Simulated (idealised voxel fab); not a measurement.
Module name: voxel fin reveal (process module)
Each square cell in cross-section cut measures 5 nm, and the section as a whole is 280 nm wide.
A cross-section is written here as square cells arranged in a grid, and it is given in bands from the top down, each band taking up one or more rows of cells.
In this notation a band is specified by the heights of its top and bottom, in that order and in nm, after which its materials appear from left to right, each paired with its width in nm. The word "all across" attached to a single material means that material fills the band from edge to edge; the word "air" stands for empty space.
Ref level 0: as-received wafer is one material below here. Bottom band extends down with no lower bound ("0 and below").
Per-row width for "30..40": begins at first number (top row of band), ends at second number (bottom row), increment between rows held constant.
Step marked "no change"? Then no cell in the cross-section changed in it.
The list in "Closed empty spaces" covers empty spaces of 8 cells or more that cannot reach the top through any open way, and it gives each as width x height at distance; the distance is from the left edge, and width, height and distance are in nm.
What comes after the settings on a step's line is commentary from the simulator itself on that step.
overlay nm: how far to the right of its planned place the mask lay on this masked step (negative: to the left).

**The process steps that were planned are listed below**
step 1: RECEIVE,material Si
step 2: CONFORMAL_DEP,material SiN,thk nm 5
step 3: MASKED_ETCH,tone cover,mask id FINS,width nm 15,pitch nm 40,etch materials SiN,depth nm 5,overlay nm 0
step 4: MASKED_ETCH,tone cover,mask id FINS,width nm 15,pitch nm 40,etch materials Si,depth nm 35,overlay nm 0
step 5: OXIDIZE,depth nm 5
step 6: FILL_DEP,material SiO2,thk nm 15
step 7: CMP,height nm 5
step 8: SELECTIVE_ETCH,etch materials SiO2,depth nm 30
step 9: STRIP,etch materials SiN

**Incoming wafer in cross-section (state: after step 1)**
  0 and below | Si all across
  Closed empty spaces: none

**End-of-module cross-section. Starting structure and process plan as above; one mistake made in running it**
  0 down to -5 | air 95, then Si 5, then air 35, then Si 5, then air 35, then Si 5, then air 100
  -5 down to -25 | air 90, then Si 15, then air 25, then Si 15, then air 25, then Si 15, then air 95
  -25 down to -40 | SiO2 90, then Si 15, then SiO2 25, then Si 15, then SiO2 25, then Si 15, then SiO2 95
  -40 and below | Si all across
  Closed empty spaces: none
What was done differently from what was planned? step 4 did not happen as planned, as run it was MASKED_ETCH,tone cover,mask id FINS,width nm 25,pitch nm 40,etch materials Si,depth nm 35,overlay nm 0
